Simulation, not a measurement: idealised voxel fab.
Process module in this document: voxel transistor to metal
Shown is cross-section cut, with a width of 200 nm and square cells of size 5 nm.
A cross-section is a grid of square cells, given in bands from the top down. A band is one or more rows of cells. Per band: top height and bottom height in nm, followed by the left-to-right materials and their widths in nm; "edge to edge" marks a single material spanning edge to edge, "air" marks empty space. Below 0: as-received wafer, all one material; heights counted from there. Lowest band: no bottom, goes on down, written "0 nm and below". Width spec "30..40" -> top row of cells at first value, bottom row at second value, equal per-row change in between. "nothing different" -> step changed no cross-section cell. "Enclosed internal voids" - sealed voids, min. 8 cells, no opening to top; format: width x height at distance (distance from left edge; nm throughout). That trailing text on a step's line, after the settings, is the simulator's own remark on the step. Steps that use a mask can have "overlay nm" on their line. It says how far the mask sat to the right of where it was meant to be. Negative means to the left.
# So here's the lineup of process steps we planned
step 1: RECEIVE | material Si
step 2: OXIDIZE | depth nm 5
step 3: CONFORMAL_DEP | material SiN | thk nm 15
step 4: PATTERN | tone cover | mask id ACTIVE | material resist | width nm 125 | thk nm 15 | overlay nm 0
step 5: DIRECTIONAL_ETCH | etch materials SiN | depth nm 15
step 6: DIRECTIONAL_ETCH | etch materials SiO2 | depth nm 5
step 7: DIRECTIONAL_ETCH | etch materials Si | depth nm 25
step 8: STRIP | etch materials resist
step 9: OXIDIZE | depth nm 5
step 10: FILL_DEP | material SiO2 | thk nm 10
step 11: CMP | height nm 15
step 12: SELECTIVE_ETCH | etch materials SiO2 | depth nm 10
step 13: STRIP | etch materials SiN
step 14: SELECTIVE_ETCH | etch materials SiO2 | depth nm 5
step 15: OXIDIZE | depth nm 5
step 16: DIRECTIONAL_DEP | material polySi | thk nm 20
step 17: DIRECTIONAL_DEP | material SiCN | thk nm 15
step 18: PATTERN | tone cover | mask id GATE | material resist | width nm 35 | thk nm 15 | overlay nm 0
step 19: DIRECTIONAL_ETCH | etch materials SiCN | depth nm 25
step 20: DIRECTIONAL_ETCH | etch materials polySi | depth nm 30
step 21: STRIP | etch materials resist
step 22: CONFORMAL_DEP | material SiN | thk nm 10
step 23: DIRECTIONAL_ETCH | etch materials SiN | depth nm 10
step 24: DIRECTIONAL_ETCH | etch materials SiO2 | depth nm 5
step 25: DIRECTIONAL_ETCH | etch materials Si | depth nm 10
step 26: EPI | material SiGe | thk nm 10
step 27: FILL_DEP | material SiO2 | thk nm 5
step 28: CMP | height nm 15
step 29: STRIP | etch materials polySi
step 30: SELECTIVE_ETCH | etch materials SiO2 | depth nm 5
step 31: CONFORMAL_DEP | material HfO2 | thk nm 5
step 32: CONFORMAL_DEP | material TiN | thk nm 5
step 33: FILL_DEP | material W | thk nm 10
step 34: CMP | height nm 10
step 35: DIRECTIONAL_DEP | material SiO2 | thk nm 10
step 36: MASKED_ETCH | tone open | mask id CONTACT | width nm 15 | pitch nm 90 | etch materials SiO2 | depth nm 30 | overlay nm 0
step 37: CONFORMAL_DEP | material TiN | thk nm 5
step 38: FILL_DEP | material W | thk nm 10
step 39: CMP | height nm 20
step 40: CONFORMAL_DEP | material SiN | thk nm 5
step 41: DIRECTIONAL_DEP | material SiO2 | thk nm 20
step 42: PATTERN | tone open | mask id METAL_1 | material resist | width nm 15 | pitch nm 90 | thk nm 20 | overlay nm 0
step 43: DIRECTIONAL_ETCH | etch materials SiO2 | depth nm 20
step 44: DIRECTIONAL_ETCH | etch materials SiN | depth nm 5
step 45: STRIP | etch materials resist
step 46: CONFORMAL_DEP | material TiN | thk nm 5
step 47: FILL_DEP | material Cu | thk nm 5
step 48: CMP | height nm 45
step 49: CONFORMAL_DEP | material SiN | thk nm 5
# First of two wafers - as planned
# Cross-section of the wafer upon arrival, representing the state reached after step 1
	0 nm and below  Si edge to edge
	Enclosed internal voids: none
# Once step 2 is through, the wafer looks like this in cross-section
	0 nm to -5 nm  SiO2 edge to edge
	All layers under -5 are left as they were.
# Once step 3 is through, the wafer looks like this in cross-section
	15 nm to 0 nm  SiN edge to edge
	All layers under 0 are left as they were.
# Once step 4 is through, the wafer looks like this in cross-section
	30 nm to 15 nm  air=35 | resist=125 | air=40
	All layers under 15 are left as they were.
# Once step 5 is through, the wafer looks like this in cross-section
	30 nm to 15 nm  air=35 | resist=125 | air=40
	15 nm to 0 nm  air=35 | SiN=125 | air=40
	All layers under 0 are left as they were.
# Once step 6 is through, the wafer looks like this in cross-section
	30 nm to 15 nm  air=35 | resist=125 | air=40
	15 nm to 0 nm  air=35 | SiN=125 | air=40
	0 nm to -5 nm  air=35 | SiO2=125 | air=40
	All layers under -5 are left as they were.
# Once step 7 is through, the wafer looks like this in cross-section
	30 nm to 15 nm  air=35 | resist=125 | air=40
	15 nm to 0 nm  air=35 | SiN=125 | air=40
	0 nm to -5 nm  air=35 | SiO2=125 | air=40
	-5 nm to -30 nm  air=35 | Si=125 | air=40
	All layers under -30 are left as they were.
# Once step 8 is through, the wafer looks like this in cross-section
	15 nm to 0 nm  air=35 | SiN=125 | air=40
	All layers under 0 are left as they were.
# Once step 9 is through, the wafer looks like this in cross-section
	15 nm to 0 nm  air=35 | SiN=125 | air=40
	0 nm to -5 nm  air=35 | SiO2=125 | air=40
	-5 nm to -30 nm  air=35 | SiO2=5 | Si=115 | SiO2=5 | air=40
	-30 nm to -35 nm  SiO2=40 | Si=115 | SiO2=45
	All layers under -35 are left as they were.
# Once step 10 is through, the wafer looks like this in cross-section
	25 nm to 15 nm  SiO2 edge to edge
	15 nm to 0 nm  SiO2=35 | SiN=125 | SiO2=40
	0 nm to -5 nm  SiO2 edge to edge
	-5 nm to -35 nm  SiO2=40 | Si=115 | SiO2=45
	All layers under -35 are left as they were.
# Once step 11 is through, the wafer looks like this in cross-section
	15 nm to 0 nm  SiO2=35 | SiN=125 | SiO2=40
	All layers under 0 are left as they were.
# Once step 12 is through, the wafer looks like this in cross-section
	15 nm to 5 nm  air=35 | SiN=125 | air=40
	All layers under 5 are left as they were.
# Once step 13 is through, the wafer looks like this in cross-section
	5 nm to 0 nm  SiO2=35 | air=125 | SiO2=40
	All layers under 0 are left as they were.
# Once step 14 is through, the wafer looks like this in cross-section
	0 nm to -5 nm  SiO2=30 | air=135 | SiO2=35
	All layers under -5 are left as they were.
# Once step 15 is through, the wafer looks like this in cross-section
	0 nm to -5 nm  SiO2=30 | air=135 | SiO2=35
	-5 nm to -10 nm  SiO2 edge to edge
	All layers under -10 are left as they were.
# Once step 16 is through, the wafer looks like this in cross-section
	20 nm to 15 nm  polySi=30 | air=135 | polySi=35
	15 nm to 0 nm  polySi edge to edge
	0 nm to -5 nm  SiO2=30 | polySi=135 | SiO2=35
	All layers under -5 are left as they were.
# Once step 17 is through, the wafer looks like this in cross-section
	35 nm to 30 nm  SiCN=30 | air=135 | SiCN=35
	30 nm to 20 nm  SiCN edge to edge
	20 nm to 15 nm  polySi=30 | SiCN=135 | polySi=35
	All layers under 15 are left as they were.
# Once step 18 is through, the wafer looks like this in cross-section
	50 nm to 35 nm  air=80 | resist=35 | air=85
	35 nm to 30 nm  SiCN=30 | air=50 | resist=35 | air=50 | SiCN=35
	All layers under 30 are left as they were.
# Once step 19 is through, the wafer looks like this in cross-section
	50 nm to 30 nm  air=80 | resist=35 | air=85
	30 nm to 20 nm  air=80 | SiCN=35 | air=85
	20 nm to 15 nm  polySi=30 | air=50 | SiCN=35 | air=50 | polySi=35
	All layers under 15 are left as they were.
# Once step 20 is through, the wafer looks like this in cross-section
	50 nm to 30 nm  air=80 | resist=35 | air=85
	30 nm to 15 nm  air=80 | SiCN=35 | air=85
	15 nm to 0 nm  air=80 | polySi=35 | air=85
	0 nm to -5 nm  SiO2=30 | air=50 | polySi=35 | air=50 | SiO2=35
	All layers under -5 are left as they were.
# Once step 21 is through, the wafer looks like this in cross-section
	30 nm to 15 nm  air=80 | SiCN=35 | air=85
	All layers under 15 are left as they were.
# Once step 22 is through, the wafer looks like this in cross-section
	40 nm to 30 nm  air=70 | SiN=55 | air=75
	30 nm to 15 nm  air=70 | SiN=10 | SiCN=35 | SiN=10 | air=75
	15 nm to 10 nm  air=70 | SiN=10 | polySi=35 | SiN=10 | air=75
	10 nm to 5 nm  SiN=40 | air=30 | SiN=10 | polySi=35 | SiN=10 | air=30 | SiN=45
	5 nm to 0 nm  SiN=80 | polySi=35 | SiN=85
	0 nm to -5 nm  SiO2=30 | SiN=50 | polySi=35 | SiN=50 | SiO2=35
	All layers under -5 are left as they were.
# Once step 23 is through, the wafer looks like this in cross-section
	30 nm to 15 nm  air=70 | SiN=10 | SiCN=35 | SiN=10 | air=75
	15 nm to 0 nm  air=70 | SiN=10 | polySi=35 | SiN=10 | air=75
	0 nm to -5 nm  SiO2=30 | SiN=10 | air=30 | SiN=10 | polySi=35 | SiN=10 | air=30 | SiN=10 | SiO2=35
	All layers under -5 are left as they were.
# Once step 24 is through, the wafer looks like this in cross-section
	30 nm to 15 nm  air=70 | SiN=10 | SiCN=35 | SiN=10 | air=75
	15 nm to 0 nm  air=70 | SiN=10 | polySi=35 | SiN=10 | air=75
	0 nm to -5 nm  air=30 | SiN=10 | air=30 | SiN=10 | polySi=35 | SiN=10 | air=30 | SiN=10 | air=35
	-5 nm to -10 nm  SiO2=40 | air=30 | SiO2=55 | air=30 | SiO2=45
	All layers under -10 are left as they were.
# Once step 25 is through, the wafer looks like this in cross-section
	30 nm to 15 nm  air=70 | SiN=10 | SiCN=35 | SiN=10 | air=75
	15 nm to 0 nm  air=70 | SiN=10 | polySi=35 | SiN=10 | air=75
	0 nm to -5 nm  air=30 | SiN=10 | air=30 | SiN=10 | polySi=35 | SiN=10 | air=30 | SiN=10 | air=35
	-5 nm to -10 nm  SiO2=40 | air=30 | SiO2=55 | air=30 | SiO2=45
	-10 nm to -20 nm  SiO2=40 | air=30 | Si=55 | air=30 | SiO2=45
	All layers under -20 are left as they were.
# Once step 26 is through, the wafer looks like this in cross-section
	30 nm to 15 nm  air=70 | SiN=10 | SiCN=35 | SiN=10 | air=75
	15 nm to 0 nm  air=70 | SiN=10 | polySi=35 | SiN=10 | air=75
	0 nm to -5 nm  air=30 | SiN=10 | air=20 | SiGe=10 | SiN=10 | polySi=35 | SiN=10 | SiGe=10 | air=20 | SiN=10 | air=35
	-5 nm to -10 nm  SiO2=40 | air=20 | SiGe=10 | SiO2=55 | SiGe=10 | air=20 | SiO2=45
	-10 nm to -20 nm  SiO2=40 | SiGe=30 | Si=55 | SiGe=30 | SiO2=45
	All layers under -20 are left as they were.
# Once step 27 is through, the wafer looks like this in cross-section
	35 nm to 30 nm  SiO2 edge to edge
	30 nm to 15 nm  SiO2=70 | SiN=10 | SiCN=35 | SiN=10 | SiO2=75
	15 nm to 0 nm  SiO2=70 | SiN=10 | polySi=35 | SiN=10 | SiO2=75
	0 nm to -5 nm  SiO2=30 | SiN=10 | SiO2=20 | SiGe=10 | SiN=10 | polySi=35 | SiN=10 | SiGe=10 | SiO2=20 | SiN=10 | SiO2=35
	-5 nm to -10 nm  SiO2=60 | SiGe=10 | SiO2=55 | SiGe=10 | SiO2=65
	All layers under -10 are left as they were.
# Once step 28 is through, the wafer looks like this in cross-section
	15 nm to 0 nm  SiO2=70 | SiN=10 | polySi=35 | SiN=10 | SiO2=75
	All layers under 0 are left as they were.
# Once step 29 is through, the wafer looks like this in cross-section
	15 nm to 0 nm  SiO2=70 | SiN=10 | air=35 | SiN=10 | SiO2=75
	0 nm to -5 nm  SiO2=30 | SiN=10 | SiO2=20 | SiGe=10 | SiN=10 | air=35 | SiN=10 | SiGe=10 | SiO2=20 | SiN=10 | SiO2=35
	All layers under -5 are left as they were.
# Once step 30 is through, the wafer looks like this in cross-section
	15 nm to 10 nm  air=70 | SiN=10 | air=35 | SiN=10 | air=75
	10 nm to 0 nm  SiO2=70 | SiN=10 | air=35 | SiN=10 | SiO2=75
	0 nm to -5 nm  SiO2=30 | SiN=10 | SiO2=20 | SiGe=10 | SiN=10 | air=35 | SiN=10 | SiGe=10 | SiO2=20 | SiN=10 | SiO2=35
	-5 nm to -10 nm  SiO2=60 | SiGe=10 | SiO2=5 | air=45 | SiO2=5 | SiGe=10 | SiO2=65
	All layers under -10 are left as they were.
# Once step 31 is through, the wafer looks like this in cross-section
	20 nm to 15 nm  air=65 | HfO2=20 | air=25 | HfO2=20 | air=70
	15 nm to 10 nm  HfO2=70 | SiN=10 | HfO2=5 | air=25 | HfO2=5 | SiN=10 | HfO2=75
	10 nm to 0 nm  SiO2=70 | SiN=10 | HfO2=5 | air=25 | HfO2=5 | SiN=10 | SiO2=75
	0 nm to -5 nm  SiO2=30 | SiN=10 | SiO2=20 | SiGe=10 | SiN=10 | HfO2=5 | air=25 | HfO2=5 | SiN=10 | SiGe=10 | SiO2=20 | SiN=10 | SiO2=35
	-5 nm to -10 nm  SiO2=60 | SiGe=10 | SiO2=5 | HfO2=45 | SiO2=5 | SiGe=10 | SiO2=65
	All layers under -10 are left as they were.
# Once step 32 is through, the wafer looks like this in cross-section
	25 nm to 20 nm  air=60 | TiN=30 | air=15 | TiN=30 | air=65
	20 nm to 15 nm  TiN=65 | HfO2=20 | TiN=5 | air=15 | TiN=5 | HfO2=20 | TiN=70
	15 nm to 10 nm  HfO2=70 | SiN=10 | HfO2=5 | TiN=5 | air=15 | TiN=5 | HfO2=5 | SiN=10 | HfO2=75
	10 nm to 0 nm  SiO2=70 | SiN=10 | HfO2=5 | TiN=5 | air=15 | TiN=5 | HfO2=5 | SiN=10 | SiO2=75
	0 nm to -5 nm  SiO2=30 | SiN=10 | SiO2=20 | SiGe=10 | SiN=10 | HfO2=5 | TiN=25 | HfO2=5 | SiN=10 | SiGe=10 | SiO2=20 | SiN=10 | SiO2=35
	All layers under -5 are left as they were.
# Once step 33 is through, the wafer looks like this in cross-section
	35 nm to 25 nm  W edge to edge
	25 nm to 20 nm  W=60 | TiN=30 | W=15 | TiN=30 | W=65
	20 nm to 15 nm  TiN=65 | HfO2=20 | TiN=5 | W=15 | TiN=5 | HfO2=20 | TiN=70
	15 nm to 10 nm  HfO2=70 | SiN=10 | HfO2=5 | TiN=5 | W=15 | TiN=5 | HfO2=5 | SiN=10 | HfO2=75
	10 nm to 0 nm  SiO2=70 | SiN=10 | HfO2=5 | TiN=5 | W=15 | TiN=5 | HfO2=5 | SiN=10 | SiO2=75
	All layers under 0 are left as they were.
# Once step 34 is through, the wafer looks like this in cross-section
	10 nm to 0 nm  SiO2=70 | SiN=10 | HfO2=5 | TiN=5 | W=15 | TiN=5 | HfO2=5 | SiN=10 | SiO2=75
	All layers under 0 are left as they were.
# Once step 35 is through, the wafer looks like this in cross-section
	20 nm to 10 nm  SiO2 edge to edge
	All layers under 10 are left as they were.
# Once step 36 is through, the wafer looks like this in cross-section
	20 nm to 10 nm  SiO2=45 | air=15 | SiO2=75 | air=15 | SiO2=50
	10 nm to 0 nm  SiO2=45 | air=15 | SiO2=10 | SiN=10 | HfO2=5 | TiN=5 | W=15 | TiN=5 | HfO2=5 | SiN=10 | SiO2=10 | air=15 | SiO2=50
	0 nm to -5 nm  SiO2=30 | SiN=10 | SiO2=5 | air=15 | SiGe=10 | SiN=10 | HfO2=5 | TiN=25 | HfO2=5 | SiN=10 | SiGe=10 | air=15 | SiO2=5 | SiN=10 | SiO2=35
	-5 nm to -10 nm  SiO2=45 | air=15 | SiGe=10 | SiO2=5 | HfO2=45 | SiO2=5 | SiGe=10 | air=15 | SiO2=50
	All layers under -10 are left as they were.
# Once step 37 is through, the wafer looks like this in cross-section
	25 nm to 20 nm  TiN=50 | air=5 | TiN=85 | air=5 | TiN=55
	20 nm to 10 nm  SiO2=45 | TiN=5 | air=5 | TiN=5 | SiO2=75 | TiN=5 | air=5 | TiN=5 | SiO2=50
	10 nm to 0 nm  SiO2=45 | TiN=5 | air=5 | TiN=5 | SiO2=10 | SiN=10 | HfO2=5 | TiN=5 | W=15 | TiN=5 | HfO2=5 | SiN=10 | SiO2=10 | TiN=5 | air=5 | TiN=5 | SiO2=50
	0 nm to -5 nm  SiO2=30 | SiN=10 | SiO2=5 | TiN=5 | air=5 | TiN=5 | SiGe=10 | SiN=10 | HfO2=5 | TiN=25 | HfO2=5 | SiN=10 | SiGe=10 | TiN=5 | air=5 | TiN=5 | SiO2=5 | SiN=10 | SiO2=35
	-5 nm to -10 nm  SiO2=45 | TiN=15 | SiGe=10 | SiO2=5 | HfO2=45 | SiO2=5 | SiGe=10 | TiN=15 | SiO2=50
	All layers under -10 are left as they were.
# Once step 38 is through, the wafer looks like this in cross-section
	35 nm to 25 nm  W edge to edge
	25 nm to 20 nm  TiN=50 | W=5 | TiN=85 | W=5 | TiN=55
	20 nm to 10 nm  SiO2=45 | TiN=5 | W=5 | TiN=5 | SiO2=75 | TiN=5 | W=5 | TiN=5 | SiO2=50
	10 nm to 0 nm  SiO2=45 | TiN=5 | W=5 | TiN=5 | SiO2=10 | SiN=10 | HfO2=5 | TiN=5 | W=15 | TiN=5 | HfO2=5 | SiN=10 | SiO2=10 | TiN=5 | W=5 | TiN=5 | SiO2=50
	0 nm to -5 nm  SiO2=30 | SiN=10 | SiO2=5 | TiN=5 | W=5 | TiN=5 | SiGe=10 | SiN=10 | HfO2=5 | TiN=25 | HfO2=5 | SiN=10 | SiGe=10 | TiN=5 | W=5 | TiN=5 | SiO2=5 | SiN=10 | SiO2=35
	All layers under -5 are left as they were.
# Once step 39 is through, the wafer looks like this in cross-section
	20 nm to 10 nm  SiO2=45 | TiN=5 | W=5 | TiN=5 | SiO2=75 | TiN=5 | W=5 | TiN=5 | SiO2=50
	All layers under 10 are left as they were.
# Once step 40 is through, the wafer looks like this in cross-section
	25 nm to 20 nm  SiN edge to edge
	All layers under 20 are left as they were.
# Once step 41 is through, the wafer looks like this in cross-section
	45 nm to 25 nm  SiO2 edge to edge
	All layers under 25 are left as they were.
# Once step 42 is through, the wafer looks like this in cross-section
	65 nm to 45 nm  resist=45 | air=15 | resist=75 | air=15 | resist=50
	All layers under 45 are left as they were.
# Once step 43 is through, the wafer looks like this in cross-section
	65 nm to 45 nm  resist=45 | air=15 | resist=75 | air=15 | resist=50
	45 nm to 25 nm  SiO2=45 | air=15 | SiO2=75 | air=15 | SiO2=50
	All layers under 25 are left as they were.
# Once step 44 is through, the wafer looks like this in cross-section
	65 nm to 45 nm  resist=45 | air=15 | resist=75 | air=15 | resist=50
	45 nm to 25 nm  SiO2=45 | air=15 | SiO2=75 | air=15 | SiO2=50
	25 nm to 20 nm  SiN=45 | air=15 | SiN=75 | air=15 | SiN=50
	All layers under 20 are left as they were.
# Once step 45 is through, the wafer looks like this in cross-section
	45 nm to 25 nm  SiO2=45 | air=15 | SiO2=75 | air=15 | SiO2=50
	All layers under 25 are left as they were.
# Once step 46 is through, the wafer looks like this in cross-section
	50 nm to 45 nm  TiN=50 | air=5 | TiN=85 | air=5 | TiN=55
	45 nm to 25 nm  SiO2=45 | TiN=5 | air=5 | TiN=5 | SiO2=75 | TiN=5 | air=5 | TiN=5 | SiO2=50
	25 nm to 20 nm  SiN=45 | TiN=15 | SiN=75 | TiN=15 | SiN=50
	All layers under 20 are left as they were.
# Once step 47 is through, the wafer looks like this in cross-section
	55 nm to 50 nm  Cu edge to edge
	50 nm to 45 nm  TiN=50 | Cu=5 | TiN=85 | Cu=5 | TiN=55
	45 nm to 25 nm  SiO2=45 | TiN=5 | Cu=5 | TiN=5 | SiO2=75 | TiN=5 | Cu=5 | TiN=5 | SiO2=50
	All layers under 25 are left as they were.
# Once step 48 is through, the wafer looks like this in cross-section
	45 nm to 25 nm  SiO2=45 | TiN=5 | Cu=5 | TiN=5 | SiO2=75 | TiN=5 | Cu=5 | TiN=5 | SiO2=50
	All layers under 25 are left as they were.
# Once step 49 is through, the wafer looks like this in cross-section
	50 nm to 45 nm  SiN edge to edge
	All layers under 45 are left as they were.
# Regarding the second of the two wafers: it shared the first wafer's starting condition and process plan, yet one error occurred during its execution. Its history coincides with that of the first wafer up to and including step 37
# Cross-section of the second wafer at the time step 38 of the plan should have ended
	35 nm to 25 nm  HfO2 edge to edge
	25 nm to 20 nm  TiN=50 | HfO2=5 | TiN=85 | HfO2=5 | TiN=55
	20 nm to 10 nm  SiO2=45 | TiN=5 | HfO2=5 | TiN=5 | SiO2=75 | TiN=5 | HfO2=5 | TiN=5 | SiO2=50
	10 nm to 0 nm  SiO2=45 | TiN=5 | HfO2=5 | TiN=5 | SiO2=10 | SiN=10 | HfO2=5 | TiN=5 | W=15 | TiN=5 | HfO2=5 | SiN=10 | SiO2=10 | TiN=5 | HfO2=5 | TiN=5 | SiO2=50
	0 nm to -5 nm  SiO2=30 | SiN=10 | SiO2=5 | TiN=5 | HfO2=5 | TiN=5 | SiGe=10 | SiN=10 | HfO2=5 | TiN=25 | HfO2=5 | SiN=10 | SiGe=10 | TiN=5 | HfO2=5 | TiN=5 | SiO2=5 | SiN=10 | SiO2=35
	All layers under -5 are left as they were.
# Cross-section of the second wafer at the time step 39 of the plan should have ended
	20 nm to 10 nm  SiO2=45 | TiN=5 | HfO2=5 | TiN=5 | SiO2=75 | TiN=5 | HfO2=5 | TiN=5 | SiO2=50
	All layers under 10 are left as they were.
# Cross-section of the second wafer at the time step 40 of the plan should have ended
	25 nm to 20 nm  SiN edge to edge
	All layers under 20 are left as they were.
# Cross-section of the second wafer at the time step 41 of the plan should have ended
	45 nm to 25 nm  SiO2 edge to edge
	All layers under 25 are left as they were.
# Cross-section of the second wafer at the time step 42 of the plan should have ended
	65 nm to 45 nm  resist=45 | air=15 | resist=75 | air=15 | resist=50
	All layers under 45 are left as they were.
# Cross-section of the second wafer at the time step 43 of the plan should have ended
	65 nm to 45 nm  resist=45 | air=15 | resist=75 | air=15 | resist=50
	45 nm to 25 nm  SiO2=45 | air=15 | SiO2=75 | air=15 | SiO2=50
	All layers under 25 are left as they were.
# Cross-section of the second wafer at the time step 44 of the plan should have ended
	65 nm to 45 nm  resist=45 | air=15 | resist=75 | air=15 | resist=50
	45 nm to 25 nm  SiO2=45 | air=15 | SiO2=75 | air=15 | SiO2=50
	25 nm to 20 nm  SiN=45 | air=15 | SiN=75 | air=15 | SiN=50
	All layers under 20 are left as they were.
# Cross-section of the second wafer at the time step 45 of the plan should have ended
	45 nm to 25 nm  SiO2=45 | air=15 | SiO2=75 | air=15 | SiO2=50
	All layers under 25 are left as they were.
# Cross-section of the second wafer at the time step 46 of the plan should have ended
	50 nm to 45 nm  TiN=50 | air=5 | TiN=85 | air=5 | TiN=55
	45 nm to 25 nm  SiO2=45 | TiN=5 | air=5 | TiN=5 | SiO2=75 | TiN=5 | air=5 | TiN=5 | SiO2=50
	25 nm to 20 nm  SiN=45 | TiN=15 | SiN=75 | TiN=15 | SiN=50
	All layers under 20 are left as they were.
# Cross-section of the second wafer at the time step 47 of the plan should have ended
	55 nm to 50 nm  Cu edge to edge
	50 nm to 45 nm  TiN=50 | Cu=5 | TiN=85 | Cu=5 | TiN=55
	45 nm to 25 nm  SiO2=45 | TiN=5 | Cu=5 | TiN=5 | SiO2=75 | TiN=5 | Cu=5 | TiN=5 | SiO2=50
	All layers under 25 are left as they were.
# Cross-section of the second wafer at the time step 48 of the plan should have ended
	45 nm to 25 nm  SiO2=45 | TiN=5 | Cu=5 | TiN=5 | SiO2=75 | TiN=5 | Cu=5 | TiN=5 | SiO2=50
	All layers under 25 are left as they were.
# Cross-section of the second wafer at the time step 49 of the plan should have ended
	50 nm to 45 nm  SiN edge to edge
	All layers under 45 are left as they were.
It is concluded that the wafer was processed incorrectly with respect to the plan, in that step 38, actual vs plan mismatch, actual run FILL_DEP | material HfO2 | thk nm 10
Final difference in cells, second wafer against first, listed per material as more or fewer: HfO2: 10 more, W: 10 fewer
